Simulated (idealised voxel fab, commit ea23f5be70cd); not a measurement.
process module | voxel wiring stack
cross-section cut | 255 nm wide | cells 5 nm
A cross-section is a grid of square cells, given in bands from the top down. A band is one or more rows of cells.
Each band's line starts with the height of the band's top and of its bottom, in nm. Then come its materials from left to right, each with its width in nm. One material with "throughout" fills the band from edge to edge. "air" is empty space.
Height 0 is the level under which the wafer as received is all one material. The lowest band goes on downwards, as in "0 down".
A width such as "30 to 40" changes by the same amount from each row of cells to the next, from the band's top row to its bottom row.
"no change" after a step means that no cell of the cross-section changed.
closed voids: empty space of 8 cells or more with no open way to the top, each as width x height at its distance from the left edge, in nm
after a step's settings: what the simulator itself notes on the step
overlay nm, on a step with a mask: how far to the right of its planned place the mask lay; to the left if negative
Each pair below shows a cross-section before one step and the cross-section after it, down to the lowest band that changed. The line under each pair gives the step between them, with its settings. The pairs can come from different runs of this module on the same starting wafer, so a pair continues from the pair above only where its "before" says so.
before
  0 down: Si throughout
  closed voids: none
after
  15 to 0: SiO2 throughout
  below 0: unchanged
  closed voids: none
the step between: op CONFORMAL_DEP | material SiO2 | thk nm 15
before: the cross-section after the pair above
after
  20 to 15: SiN throughout
  below 15: unchanged
  closed voids: none
the step between: op CONFORMAL_DEP | material SiN | thk nm 5
before: the cross-section after the pair above
after
  35 to 20: lowk throughout
  below 20: unchanged
  closed voids: none
the step between: op DIRECTIONAL_DEP | material lowk | thk nm 15
before: the cross-section after the pair above
after
  45 to 35: aC throughout
  below 35: unchanged
  closed voids: none
the step between: op DIRECTIONAL_DEP | material aC | thk nm 10
before: the cross-section after the pair above
after
  70 to 45: resist 65 | air 20 | resist 15 | air 20 | resist 15 | air 20 | resist 15 | air 20 | resist 65
  below 45: unchanged
  closed voids: none
the step between: op PATTERN | tone open | mask id METAL_1 | material resist | width nm 20 | pitch nm 35 | thk nm 25 | overlay nm 0
before: the cross-section after the pair above
after
  60 to 45: resist 65 | air 20 | resist 15 | air 20 | resist 15 | air 20 | resist 15 | air 20 | resist 65
  45 to 35: aC 65 | air 20 | aC 15 | air 20 | aC 15 | air 20 | aC 15 | air 20 | aC 65
  below 35: unchanged
  closed voids: none
the step between: op DIRECTIONAL_ETCH | etch materials aC | depth nm 10
before: the cross-section after the pair above
after
  45 to 35: aC 65 | air 20 | aC 15 | air 20 | aC 15 | air 20 | aC 15 | air 20 | aC 65
  below 35: unchanged
  closed voids: none
the step between: op STRIP | etch materials resist
before: the cross-section after the pair above
after
  45 to 35: aC 65 | air 20 | aC 15 | air 20 | aC 15 | air 20 | aC 15 | air 20 | aC 65
  35 to 20: lowk 65 | air 20 | lowk 15 | air 20 | lowk 15 | air 20 | lowk 15 | air 20 | lowk 65
  below 20: unchanged
  closed voids: none
the step between: op DIRECTIONAL_ETCH | etch materials lowk | depth nm 15
before: the cross-section after the pair above
after
  45 to 35: aC 65 | air 20 | aC 15 | air 20 | aC 15 | air 20 | aC 15 | air 20 | aC 65
  35 to 20: lowk 65 | air 20 | lowk 15 | air 20 | lowk 15 | air 20 | lowk 15 | air 20 | lowk 65
  20 to 15: SiN 65 | air 20 | SiN 15 | air 20 | SiN 15 | air 20 | SiN 15 | air 20 | SiN 65
  below 15: unchanged
  closed voids: none
the step between: op DIRECTIONAL_ETCH | etch materials SiN | depth nm 5
before: the cross-section after the pair above
after
  35 to 20: lowk 65 | air 20 | lowk 15 | air 20 | lowk 15 | air 20 | lowk 15 | air 20 | lowk 65
  below 20: unchanged
  closed voids: none
the step between: op STRIP | etch materials aC
before: the cross-section after the pair above
after
  40 to 35: TiN 70 | air 10 | TiN 25 | air 10 | TiN 25 | air 10 | TiN 25 | air 10 | TiN 70
  35 to 20: lowk 65 | TiN 5 | air 10 | TiN 5 | lowk 15 | TiN 5 | air 10 | TiN 5 | lowk 15 | TiN 5 | air 10 | TiN 5 | lowk 15 | TiN 5 | air 10 | TiN 5 | lowk 65
  20 to 15: SiN 65 | TiN 20 | SiN 15 | TiN 20 | SiN 15 | TiN 20 | SiN 15 | TiN 20 | SiN 65
  below 15: unchanged
  closed voids: none
the step between: op CONFORMAL_DEP | material TiN | thk nm 5
before: the cross-section after the pair above
after
  50 to 40: Cu throughout
  40 to 35: TiN 70 | Cu 10 | TiN 25 | Cu 10 | TiN 25 | Cu 10 | TiN 25 | Cu 10 | TiN 70
  35 to 20: lowk 65 | TiN 5 | Cu 10 | TiN 5 | lowk 15 | TiN 5 | Cu 10 | TiN 5 | lowk 15 | TiN 5 | Cu 10 | TiN 5 | lowk 15 | TiN 5 | Cu 10 | TiN 5 | lowk 65
  below 20: unchanged
  closed voids: none
the step between: op FILL_DEP | material Cu | thk nm 10
before: the cross-section after the pair above
after
  35 to 20: lowk 65 | TiN 5 | Cu 10 | TiN 5 | lowk 15 | TiN 5 | Cu 10 | TiN 5 | lowk 15 | TiN 5 | Cu 10 | TiN 5 | lowk 15 | TiN 5 | Cu 10 | TiN 5 | lowk 65
  below 20: unchanged
  closed voids: none
the step between: op CMP | height nm 35
before: the cross-section after the pair above
after
  40 to 35: SiCN throughout
  below 35: unchanged
  closed voids: none
the step between: op CONFORMAL_DEP | material SiCN | thk nm 5
before: the cross-section after the pair above
after
  70 to 40: lowk throughout
  below 40: unchanged
  closed voids: none
the step between: op DIRECTIONAL_DEP | material lowk | thk nm 30
before: the cross-section after the pair above
after
  85 to 70: resist 65 | air 15 | resist 55 | air 15 | resist 105
  below 70: unchanged
  closed voids: none
the step between: op PATTERN | tone open | mask id METAL_2_HOLES | material resist | width nm 15 | pitch nm 70 | thk nm 15 | overlay nm 0
before: the cross-section after the pair above
after
  85 to 70: resist 65 | air 15 | resist 55 | air 15 | resist 105
  70 to 40: lowk 65 | air 15 | lowk 55 | air 15 | lowk 105
  below 40: unchanged
  closed voids: none
the step between: op DIRECTIONAL_ETCH | etch materials lowk | depth nm 30
before: the cross-section after the pair above
after
  70 to 40: lowk 65 | air 15 | lowk 55 | air 15 | lowk 105
  below 40: unchanged
  closed voids: none
the step between: op STRIP | etch materials resist
before: the cross-section after the pair above
after
  70 to 50: lowk 65 | air 20 | lowk 15 | air 20 | lowk 15 | air 20 | lowk 15 | air 20 | lowk 65
  below 50: unchanged
  closed voids: none
the step between: op MASKED_ETCH | tone open | mask id METAL_2 | width nm 20 | pitch nm 35 | etch materials lowk | depth nm 20 | overlay nm 0
before: the cross-section after the pair above
after
  70 to 50: lowk 65 | air 20 | lowk 15 | air 20 | lowk 15 | air 20 | lowk 15 | air 20 | lowk 65
  50 to 40: lowk 65 | air 15 | lowk 55 | air 15 | lowk 105
  40 to 35: SiCN 65 | air 15 | SiCN 55 | air 15 | SiCN 105
  below 35: unchanged
  closed voids: none
the step between: op MASKED_ETCH | tone open | mask id METAL_2 | width nm 20 | pitch nm 35 | etch materials SiCN | depth nm 5 | overlay nm 0
before: the cross-section after the pair above
after
  75 to 70: TiN 70 | air 10 | TiN 25 | air 10 | TiN 25 | air 10 | TiN 25 | air 10 | TiN 70
  70 to 55: lowk 65 | TiN 5 | air 10 | TiN 5 | lowk 15 | TiN 5 | air 10 | TiN 5 | lowk 15 | TiN 5 | air 10 | TiN 5 | lowk 15 | TiN 5 | air 10 | TiN 5 | lowk 65
  55 to 50: lowk 65 | TiN 5 | air 5 | TiN 10 | lowk 15 | TiN 20 | lowk 15 | TiN 5 | air 5 | TiN 10 | lowk 15 | TiN 20 | lowk 65
  50 to 40: lowk 65 | TiN 5 | air 5 | TiN 5 | lowk 55 | TiN 5 | air 5 | TiN 5 | lowk 105
  40 to 35: SiCN 65 | TiN 15 | SiCN 55 | TiN 15 | SiCN 105
  below 35: unchanged
  closed voids: none
the step between: op CONFORMAL_DEP | material TiN | thk nm 5
before: the cross-section after the pair above
after
  80 to 75: Cu throughout
  75 to 70: TiN 70 | Cu 10 | TiN 25 | Cu 10 | TiN 25 | Cu 10 | TiN 25 | Cu 10 | TiN 70
  70 to 55: lowk 65 | TiN 5 | Cu 10 | TiN 5 | lowk 15 | TiN 5 | Cu 10 | TiN 5 | lowk 15 | TiN 5 | Cu 10 | TiN 5 | lowk 15 | TiN 5 | Cu 10 | TiN 5 | lowk 65
  55 to 50: lowk 65 | TiN 5 | Cu 5 | TiN 10 | lowk 15 | TiN 20 | lowk 15 | TiN 5 | Cu 5 | TiN 10 | lowk 15 | TiN 20 | lowk 65
  50 to 40: lowk 65 | TiN 5 | Cu 5 | TiN 5 | lowk 55 | TiN 5 | Cu 5 | TiN 5 | lowk 105
  below 40: unchanged
  closed voids: none
the step between: op FILL_DEP | material Cu | thk nm 5
before: the cross-section after the pair above
after
  70 to 55: lowk 65 | TiN 5 | Cu 10 | TiN 5 | lowk 15 | TiN 5 | Cu 10 | TiN 5 | lowk 15 | TiN 5 | Cu 10 | TiN 5 | lowk 15 | TiN 5 | Cu 10 | TiN 5 | lowk 65
  below 55: unchanged
  closed voids: none
the step between: op CMP | height nm 70
before: the cross-section after the pair above
after
  75 to 70: SiN throughout
  below 70: unchanged
  closed voids: none
the step between: op CONFORMAL_DEP | material SiN | thk nm 5
before
  0 down: Si throughout
  closed voids: none
after
  5 to 0: SiN throughout
  below 0: unchanged
  closed voids: none
the step between: op CONFORMAL_DEP | material SiN | thk nm 5
before: the cross-section after the pair above
after
  20 to 5: lowk throughout
  below 5: unchanged
  closed voids: none
the step between: op DIRECTIONAL_DEP | material lowk | thk nm 15
before: the cross-section after the pair above
after
  30 to 20: aC throughout
  below 20: unchanged
  closed voids: none
the step between: op DIRECTIONAL_DEP | material aC | thk nm 10
before: the cross-section after the pair above
after
  55 to 30: resist 65 | air 20 | resist 15 | air 20 | resist 15 | air 20 | resist 15 | air 20 | resist 65
  below 30: unchanged
  closed voids: none
the step between: op PATTERN | tone open | mask id METAL_1 | material resist | width nm 20 | pitch nm 35 | thk nm 25 | overlay nm 0
before: the cross-section after the pair above
after
  45 to 30: resist 65 | air 20 | resist 15 | air 20 | resist 15 | air 20 | resist 15 | air 20 | resist 65
  30 to 20: aC 65 | air 20 | aC 15 | air 20 | aC 15 | air 20 | aC 15 | air 20 | aC 65
  below 20: unchanged
  closed voids: none
the step between: op DIRECTIONAL_ETCH | etch materials aC | depth nm 10
before: the cross-section after the pair above
after
  30 to 20: aC 65 | air 20 | aC 15 | air 20 | aC 15 | air 20 | aC 15 | air 20 | aC 65
  below 20: unchanged
  closed voids: none
the step between: op STRIP | etch materials resist
before: the cross-section after the pair above
after
  30 to 20: aC 65 | air 20 | aC 15 | air 20 | aC 15 | air 20 | aC 15 | air 20 | aC 65
  20 to 5: lowk 65 | air 20 | lowk 15 | air 20 | lowk 15 | air 20 | lowk 15 | air 20 | lowk 65
  below 5: unchanged
  closed voids: none
the step between: op DIRECTIONAL_ETCH | etch materials lowk | depth nm 15
before: the cross-section after the pair above
after
  30 to 20: aC 65 | air 20 | aC 15 | air 20 | aC 15 | air 20 | aC 15 | air 20 | aC 65
  20 to 5: lowk 65 | air 20 | lowk 15 | air 20 | lowk 15 | air 20 | lowk 15 | air 20 | lowk 65
  5 to 0: SiN 65 | air 20 | SiN 15 | air 20 | SiN 15 | air 20 | SiN 15 | air 20 | SiN 65
  below 0: unchanged
  closed voids: none
the step between: op DIRECTIONAL_ETCH | etch materials SiN | depth nm 5
before: the cross-section after the pair above
after
  20 to 5: lowk 65 | air 20 | lowk 15 | air 20 | lowk 15 | air 20 | lowk 15 | air 20 | lowk 65
  below 5: unchanged
  closed voids: none
the step between: op STRIP | etch materials aC
before: the cross-section after the pair above
after
  25 to 20: TiN 70 | air 10 | TiN 25 | air 10 | TiN 25 | air 10 | TiN 25 | air 10 | TiN 70
  20 to 5: lowk 65 | TiN 5 | air 10 | TiN 5 | lowk 15 | TiN 5 | air 10 | TiN 5 | lowk 15 | TiN 5 | air 10 | TiN 5 | lowk 15 | TiN 5 | air 10 | TiN 5 | lowk 65
  5 to 0: SiN 65 | TiN 20 | SiN 15 | TiN 20 | SiN 15 | TiN 20 | SiN 15 | TiN 20 | SiN 65
  below 0: unchanged
  closed voids: none
the step between: op CONFORMAL_DEP | material TiN | thk nm 5
before: the cross-section after the pair above
after
  35 to 25: Cu throughout
  25 to 20: TiN 70 | Cu 10 | TiN 25 | Cu 10 | TiN 25 | Cu 10 | TiN 25 | Cu 10 | TiN 70
  20 to 5: lowk 65 | TiN 5 | Cu 10 | TiN 5 | lowk 15 | TiN 5 | Cu 10 | TiN 5 | lowk 15 | TiN 5 | Cu 10 | TiN 5 | lowk 15 | TiN 5 | Cu 10 | TiN 5 | lowk 65
  below 5: unchanged
  closed voids: none
the step between: op FILL_DEP | material Cu | thk nm 10
before: the cross-section after the pair above
after
  40 to 35: SiCN throughout
  below 35: unchanged
  closed voids: none
the step between: op CONFORMAL_DEP | material SiCN | thk nm 5
before: the cross-section after the pair above
after
  70 to 40: lowk throughout
  below 40: unchanged
  closed voids: none
the step between: op DIRECTIONAL_DEP | material lowk | thk nm 30
before: the cross-section after the pair above
after
  85 to 70: resist 65 | air 15 | resist 55 | air 15 | resist 105
  below 70: unchanged
  closed voids: none
the step between: op PATTERN | tone open | mask id METAL_2_HOLES | material resist | width nm 15 | pitch nm 70 | thk nm 15 | overlay nm 0
before: the cross-section after the pair above
after
  85 to 70: resist 65 | air 15 | resist 55 | air 15 | resist 105
  70 to 40: lowk 65 | air 15 | lowk 55 | air 15 | lowk 105
  below 40: unchanged
  closed voids: none
the step between: op DIRECTIONAL_ETCH | etch materials lowk | depth nm 30
before: the cross-section after the pair above
after
  70 to 40: lowk 65 | air 15 | lowk 55 | air 15 | lowk 105
  below 40: unchanged
  closed voids: none
the step between: op STRIP | etch materials resist
before: the cross-section after the pair above
after
  70 to 50: lowk 65 | air 20 | lowk 15 | air 20 | lowk 15 | air 20 | lowk 15 | air 20 | lowk 65
  below 50: unchanged
  closed voids: none
the step between: op MASKED_ETCH | tone open | mask id METAL_2 | width nm 20 | pitch nm 35 | etch materials lowk | depth nm 20 | overlay nm 0
before: the cross-section after the pair above
after
  70 to 50: lowk 65 | air 20 | lowk 15 | air 20 | lowk 15 | air 20 | lowk 15 | air 20 | lowk 65
  50 to 40: lowk 65 | air 15 | lowk 55 | air 15 | lowk 105
  40 to 35: SiCN 65 | air 15 | SiCN 55 | air 15 | SiCN 105
  below 35: unchanged
  closed voids: none
the step between: op MASKED_ETCH | tone open | mask id METAL_2 | width nm 20 | pitch nm 35 | etch materials SiCN | depth nm 5 | overlay nm 0
before: the cross-section after the pair above
after
  75 to 70: TiN 70 | air 10 | TiN 25 | air 10 | TiN 25 | air 10 | TiN 25 | air 10 | TiN 70
  70 to 55: lowk 65 | TiN 5 | air 10 | TiN 5 | lowk 15 | TiN 5 | air 10 | TiN 5 | lowk 15 | TiN 5 | air 10 | TiN 5 | lowk 15 | TiN 5 | air 10 | TiN 5 | lowk 65
  55 to 50: lowk 65 | TiN 5 | air 5 | TiN 10 | lowk 15 | TiN 20 | lowk 15 | TiN 5 | air 5 | TiN 10 | lowk 15 | TiN 20 | lowk 65
  50 to 40: lowk 65 | TiN 5 | air 5 | TiN 5 | lowk 55 | TiN 5 | air 5 | TiN 5 | lowk 105
  40 to 35: SiCN 65 | TiN 15 | SiCN 55 | TiN 15 | SiCN 105
  below 35: unchanged
  closed voids: none
the step between: op CONFORMAL_DEP | material TiN | thk nm 5
before: the cross-section after the pair above
after
  80 to 75: Cu throughout
  75 to 70: TiN 70 | Cu 10 | TiN 25 | Cu 10 | TiN 25 | Cu 10 | TiN 25 | Cu 10 | TiN 70
  70 to 55: lowk 65 | TiN 5 | Cu 10 | TiN 5 | lowk 15 | TiN 5 | Cu 10 | TiN 5 | lowk 15 | TiN 5 | Cu 10 | TiN 5 | lowk 15 | TiN 5 | Cu 10 | TiN 5 | lowk 65
  55 to 50: lowk 65 | TiN 5 | Cu 5 | TiN 10 | lowk 15 | TiN 20 | lowk 15 | TiN 5 | Cu 5 | TiN 10 | lowk 15 | TiN 20 | lowk 65
  50 to 40: lowk 65 | TiN 5 | Cu 5 | TiN 5 | lowk 55 | TiN 5 | Cu 5 | TiN 5 | lowk 105
  below 40: unchanged
  closed voids: none
the step between: op FILL_DEP | material Cu | thk nm 5
before: the cross-section after the pair above
after
  70 to 55: lowk 65 | TiN 5 | Cu 10 | TiN 5 | lowk 15 | TiN 5 | Cu 10 | TiN 5 | lowk 15 | TiN 5 | Cu 10 | TiN 5 | lowk 15 | TiN 5 | Cu 10 | TiN 5 | lowk 65
  below 55: unchanged
  closed voids: none
the step between: op CMP | height nm 70
before: the cross-section after the pair above
after
  75 to 70: SiN throughout
  below 70: unchanged
  closed voids: none
the step between: op CONFORMAL_DEP | material SiN | thk nm 5
before
  70 to 40: lowk throughout
  40 to 35: SiCN throughout
  35 to 20: lowk 65 | TiN 5 | Cu 10 | TiN 5 | lowk 15 | TiN 5 | Cu 10 | TiN 5 | lowk 15 | TiN 5 | Cu 10 | TiN 5 | lowk 15 | TiN 5 | Cu 10 | TiN 5 | lowk 65
  20 to 15: SiN 65 | TiN 20 | SiN 15 | TiN 20 | SiN 15 | TiN 20 | SiN 15 | TiN 20 | SiN 65
  15 to 0: SiO2 throughout
  0 down: Si throughout
  closed voids: none
after
  100 to 40: lowk throughout
  below 40: unchanged
  closed voids: none
the step between: op DIRECTIONAL_DEP | material lowk | thk nm 30
before: the cross-section after the pair above
after
  115 to 100: resist 65 | air 15 | resist 55 | air 15 | resist 105
  below 100: unchanged
  closed voids: none
the step between: op PATTERN | tone open | mask id METAL_2_HOLES | material resist | width nm 15 | pitch nm 70 | thk nm 15 | overlay nm 0
before: the cross-section after the pair above
after
  115 to 100: resist 65 | air 15 | resist 55 | air 15 | resist 105
  100 to 70: lowk 65 | air 15 | lowk 55 | air 15 | lowk 105
  below 70: unchanged
  closed voids: none
the step between: op DIRECTIONAL_ETCH | etch materials lowk | depth nm 30
before: the cross-section after the pair above
after
  100 to 70: lowk 65 | air 15 | lowk 55 | air 15 | lowk 105
  below 70: unchanged
  closed voids: none
the step between: op STRIP | etch materials resist
before: the cross-section after the pair above
after
  100 to 80: lowk 65 | air 20 | lowk 15 | air 20 | lowk 15 | air 20 | lowk 15 | air 20 | lowk 65
  80 to 50: lowk 65 | air 15 | lowk 55 | air 15 | lowk 105
  below 50: unchanged
  closed voids: none
the step between: op MASKED_ETCH | tone open | mask id METAL_2 | width nm 20 | pitch nm 35 | etch materials lowk | depth nm 20 | overlay nm 0
before: the cross-section after the pair above
after
  105 to 100: TiN 70 | air 10 | TiN 25 | air 10 | TiN 25 | air 10 | TiN 25 | air 10 | TiN 70
  100 to 85: lowk 65 | TiN 5 | air 10 | TiN 5 | lowk 15 | TiN 5 | air 10 | TiN 5 | lowk 15 | TiN 5 | air 10 | TiN 5 | lowk 15 | TiN 5 | air 10 | TiN 5 | lowk 65
  85 to 80: lowk 65 | TiN 5 | air 5 | TiN 10 | lowk 15 | TiN 20 | lowk 15 | TiN 5 | air 5 | TiN 10 | lowk 15 | TiN 20 | lowk 65
  80 to 55: lowk 65 | TiN 5 | air 5 | TiN 5 | lowk 55 | TiN 5 | air 5 | TiN 5 | lowk 105
  55 to 50: lowk 65 | TiN 15 | lowk 55 | TiN 15 | lowk 105
  below 50: unchanged
  closed voids: none
the step between: op CONFORMAL_DEP | material TiN | thk nm 5
before: the cross-section after the pair above
after
  110 to 105: Cu throughout
  105 to 100: TiN 70 | Cu 10 | TiN 25 | Cu 10 | TiN 25 | Cu 10 | TiN 25 | Cu 10 | TiN 70
  100 to 85: lowk 65 | TiN 5 | Cu 10 | TiN 5 | lowk 15 | TiN 5 | Cu 10 | TiN 5 | lowk 15 | TiN 5 | Cu 10 | TiN 5 | lowk 15 | TiN 5 | Cu 10 | TiN 5 | lowk 65
  85 to 80: lowk 65 | TiN 5 | Cu 5 | TiN 10 | lowk 15 | TiN 20 | lowk 15 | TiN 5 | Cu 5 | TiN 10 | lowk 15 | TiN 20 | lowk 65
  80 to 55: lowk 65 | TiN 5 | Cu 5 | TiN 5 | lowk 55 | TiN 5 | Cu 5 | TiN 5 | lowk 105
  below 55: unchanged
  closed voids: none
the step between: op FILL_DEP | material Cu | thk nm 5
before: the cross-section after the pair above
after
  70 to 55: lowk 65 | TiN 5 | Cu 5 | TiN 5 | lowk 55 | TiN 5 | Cu 5 | TiN 5 | lowk 105
  below 55: unchanged
  closed voids: none
the step between: op CMP | height nm 70
before: the cross-section after the pair above
after
  75 to 70: SiN throughout
  below 70: unchanged
  closed voids: none
the step between: op CONFORMAL_DEP | material SiN | thk nm 5
before
  35 to 20: lowk 65 | TiN 5 | Cu 10 | TiN 5 | lowk 15 | TiN 5 | Cu 10 | TiN 5 | lowk 15 | TiN 5 | Cu 10 | TiN 5 | lowk 15 | TiN 5 | Cu 10 | TiN 5 | lowk 65
  20 to 15: SiN 65 | TiN 20 | SiN 15 | TiN 20 | SiN 15 | TiN 20 | SiN 15 | TiN 20 | SiN 65
  15 to 0: SiO2 throughout
  0 down: Si throughout
  closed voids: none
after
  65 to 35: lowk throughout
  below 35: unchanged
  closed voids: none
the step between: op DIRECTIONAL_DEP | material lowk | thk nm 30
before: the cross-section after the pair above
after
  70 to 65: SiCN throughout
  below 65: unchanged
  closed voids: none
the step between: op CONFORMAL_DEP | material SiCN | thk nm 5
before: the cross-section after the pair above
after
  85 to 70: resist 65 | air 15 | resist 55 | air 15 | resist 105
  below 70: unchanged
  closed voids: none
the step between: op PATTERN | tone open | mask id METAL_2_HOLES | material resist | width nm 15 | pitch nm 70 | thk nm 15 | overlay nm 0
before: the cross-section after the pair above
after
  70 to 65: SiCN throughout
  below 65: unchanged
  closed voids: none
the step between: op STRIP | etch materials resist
before: the cross-section after the pair above
after
  70 to 65: SiCN 65 | air 20 | SiCN 15 | air 20 | SiCN 15 | air 20 | SiCN 15 | air 20 | SiCN 65
  below 65: unchanged
  closed voids: none
the step between: op MASKED_ETCH | tone open | mask id METAL_2 | width nm 20 | pitch nm 35 | etch materials SiCN | depth nm 5 | overlay nm 0
before: the cross-section after the pair above
after
  75 to 70: TiN 70 | air 10 | TiN 25 | air 10 | TiN 25 | air 10 | TiN 25 | air 10 | TiN 70
  70 to 65: SiCN 65 | TiN 20 | SiCN 15 | TiN 20 | SiCN 15 | TiN 20 | SiCN 15 | TiN 20 | SiCN 65
  below 65: unchanged
  closed voids: none
the step between: op CONFORMAL_DEP | material TiN | thk nm 5
before: the cross-section after the pair above
after
  80 to 75: Cu throughout
  75 to 70: TiN 70 | Cu 10 | TiN 25 | Cu 10 | TiN 25 | Cu 10 | TiN 25 | Cu 10 | TiN 70
  below 70: unchanged
  closed voids: none
the step between: op FILL_DEP | material Cu | thk nm 5
before: the cross-section after the pair above
after
  70 to 65: SiCN 65 | TiN 20 | SiCN 15 | TiN 20 | SiCN 15 | TiN 20 | SiCN 15 | TiN 20 | SiCN 65
  below 65: unchanged
  closed voids: none
the step between: op CMP | height nm 70
before: the cross-section after the pair above
after
  75 to 70: SiN throughout
  below 70: unchanged
  closed voids: none
the step between: op CONFORMAL_DEP | material SiN | thk nm 5
before
  20 to 15: SiN throughout
  15 to 0: SiO2 throughout
  0 down: Si throughout
  closed voids: none
after
  25 to 20: lowk throughout
  below 20: unchanged
  closed voids: none
the step between: op DIRECTIONAL_DEP | material lowk | thk nm 5
before: the cross-section after the pair above
after
  35 to 25: aC throughout
  below 25: unchanged
  closed voids: none
the step between: op DIRECTIONAL_DEP | material aC | thk nm 10
before: the cross-section after the pair above
after
  60 to 35: resist 65 | air 20 | resist 15 | air 20 | resist 15 | air 20 | resist 15 | air 20 | resist 65
  below 35: unchanged
  closed voids: none
the step between: op PATTERN | tone open | mask id METAL_1 | material resist | width nm 20 | pitch nm 35 | thk nm 25 | overlay nm 0
before: the cross-section after the pair above
after
  50 to 35: resist 65 | air 20 | resist 15 | air 20 | resist 15 | air 20 | resist 15 | air 20 | resist 65
  35 to 25: aC 65 | air 20 | aC 15 | air 20 | aC 15 | air 20 | aC 15 | air 20 | aC 65
  below 25: unchanged
  closed voids: none
the step between: op DIRECTIONAL_ETCH | etch materials aC | depth nm 10
before: the cross-section after the pair above
after
  35 to 25: aC 65 | air 20 | aC 15 | air 20 | aC 15 | air 20 | aC 15 | air 20 | aC 65
  below 25: unchanged
  closed voids: none
the step between: op STRIP | etch materials resist
before: the cross-section after the pair above
after
  35 to 25: aC 65 | air 20 | aC 15 | air 20 | aC 15 | air 20 | aC 15 | air 20 | aC 65
  25 to 20: lowk 65 | air 20 | lowk 15 | air 20 | lowk 15 | air 20 | lowk 15 | air 20 | lowk 65
  below 20: unchanged
  closed voids: none
the step between: op DIRECTIONAL_ETCH | etch materials lowk | depth nm 15
before: the cross-section after the pair above
after
  35 to 25: aC 65 | air 20 | aC 15 | air 20 | aC 15 | air 20 | aC 15 | air 20 | aC 65
  25 to 20: lowk 65 | air 20 | lowk 15 | air 20 | lowk 15 | air 20 | lowk 15 | air 20 | lowk 65
  20 to 15: SiN 65 | air 20 | SiN 15 | air 20 | SiN 15 | air 20 | SiN 15 | air 20 | SiN 65
  below 15: unchanged
  closed voids: none
the step between: op DIRECTIONAL_ETCH | etch materials SiN | depth nm 5
before: the cross-section after the pair above
after
  25 to 20: lowk 65 | air 20 | lowk 15 | air 20 | lowk 15 | air 20 | lowk 15 | air 20 | lowk 65
  below 20: unchanged
  closed voids: none
the step between: op STRIP | etch materials aC
before: the cross-section after the pair above
after
  30 to 25: TiN 70 | air 10 | TiN 25 | air 10 | TiN 25 | air 10 | TiN 25 | air 10 | TiN 70
  25 to 20: lowk 65 | TiN 5 | air 10 | TiN 5 | lowk 15 | TiN 5 | air 10 | TiN 5 | lowk 15 | TiN 5 | air 10 | TiN 5 | lowk 15 | TiN 5 | air 10 | TiN 5 | lowk 65
  20 to 15: SiN 65 | TiN 20 | SiN 15 | TiN 20 | SiN 15 | TiN 20 | SiN 15 | TiN 20 | SiN 65
  below 15: unchanged
  closed voids: none
the step between: op CONFORMAL_DEP | material TiN | thk nm 5
before: the cross-section after the pair above
after
  40 to 30: Cu throughout
  30 to 25: TiN 70 | Cu 10 | TiN 25 | Cu 10 | TiN 25 | Cu 10 | TiN 25 | Cu 10 | TiN 70
  25 to 20: lowk 65 | TiN 5 | Cu 10 | TiN 5 | lowk 15 | TiN 5 | Cu 10 | TiN 5 | lowk 15 | TiN 5 | Cu 10 | TiN 5 | lowk 15 | TiN 5 | Cu 10 | TiN 5 | lowk 65
  below 20: unchanged
  closed voids: none
the step between: op FILL_DEP | material Cu | thk nm 10
before: the cross-section after the pair above
after
  35 to 30: Cu throughout
  below 30: unchanged
  closed voids: none
the step between: op CMP | height nm 35
before: the cross-section after the pair above
after
  40 to 35: SiCN throughout
  below 35: unchanged
  closed voids: none
the step between: op CONFORMAL_DEP | material SiCN | thk nm 5
before: the cross-section after the pair above
after
  70 to 40: lowk throughout
  below 40: unchanged
  closed voids: none
the step between: op DIRECTIONAL_DEP | material lowk | thk nm 30
before: the cross-section after the pair above
after
  85 to 70: resist 65 | air 15 | resist 55 | air 15 | resist 105
  below 70: unchanged
  closed voids: none
the step between: op PATTERN | tone open | mask id METAL_2_HOLES | material resist | width nm 15 | pitch nm 70 | thk nm 15 | overlay nm 0
before: the cross-section after the pair above
after
  85 to 70: resist 65 | air 15 | resist 55 | air 15 | resist 105
  70 to 40: lowk 65 | air 15 | lowk 55 | air 15 | lowk 105
  below 40: unchanged
  closed voids: none
the step between: op DIRECTIONAL_ETCH | etch materials lowk | depth nm 30
before: the cross-section after the pair above
after
  70 to 40: lowk 65 | air 15 | lowk 55 | air 15 | lowk 105
  below 40: unchanged
  closed voids: none
the step between: op STRIP | etch materials resist
before: the cross-section after the pair above
after
  70 to 50: lowk 65 | air 20 | lowk 15 | air 20 | lowk 15 | air 20 | lowk 15 | air 20 | lowk 65
  below 50: unchanged
  closed voids: none
the step between: op MASKED_ETCH | tone open | mask id METAL_2 | width nm 20 | pitch nm 35 | etch materials lowk | depth nm 20 | overlay nm 0
before: the cross-section after the pair above
after
  70 to 50: lowk 65 | air 20 | lowk 15 | air 20 | lowk 15 | air 20 | lowk 15 | air 20 | lowk 65
  50 to 40: lowk 65 | air 15 | lowk 55 | air 15 | lowk 105
  40 to 35: SiCN 65 | air 15 | SiCN 55 | air 15 | SiCN 105
  below 35: unchanged
  closed voids: none
the step between: op MASKED_ETCH | tone open | mask id METAL_2 | width nm 20 | pitch nm 35 | etch materials SiCN | depth nm 5 | overlay nm 0
before: the cross-section after the pair above
after
  75 to 70: TiN 70 | air 10 | TiN 25 | air 10 | TiN 25 | air 10 | TiN 25 | air 10 | TiN 70
  70 to 55: lowk 65 | TiN 5 | air 10 | TiN 5 | lowk 15 | TiN 5 | air 10 | TiN 5 | lowk 15 | TiN 5 | air 10 | TiN 5 | lowk 15 | TiN 5 | air 10 | TiN 5 | lowk 65
  55 to 50: lowk 65 | TiN 5 | air 5 | TiN 10 | lowk 15 | TiN 20 | lowk 15 | TiN 5 | air 5 | TiN 10 | lowk 15 | TiN 20 | lowk 65
  50 to 40: lowk 65 | TiN 5 | air 5 | TiN 5 | lowk 55 | TiN 5 | air 5 | TiN 5 | lowk 105
  40 to 35: SiCN 65 | TiN 15 | SiCN 55 | TiN 15 | SiCN 105
  below 35: unchanged
  closed voids: none
the step between: op CONFORMAL_DEP | material TiN | thk nm 5
before: the cross-section after the pair above
after
  80 to 75: Cu throughout
  75 to 70: TiN 70 | Cu 10 | TiN 25 | Cu 10 | TiN 25 | Cu 10 | TiN 25 | Cu 10 | TiN 70
  70 to 55: lowk 65 | TiN 5 | Cu 10 | TiN 5 | lowk 15 | TiN 5 | Cu 10 | TiN 5 | lowk 15 | TiN 5 | Cu 10 | TiN 5 | lowk 15 | TiN 5 | Cu 10 | TiN 5 | lowk 65
  55 to 50: lowk 65 | TiN 5 | Cu 5 | TiN 10 | lowk 15 | TiN 20 | lowk 15 | TiN 5 | Cu 5 | TiN 10 | lowk 15 | TiN 20 | lowk 65
  50 to 40: lowk 65 | TiN 5 | Cu 5 | TiN 5 | lowk 55 | TiN 5 | Cu 5 | TiN 5 | lowk 105
  below 40: unchanged
  closed voids: none
the step between: op FILL_DEP | material Cu | thk nm 5
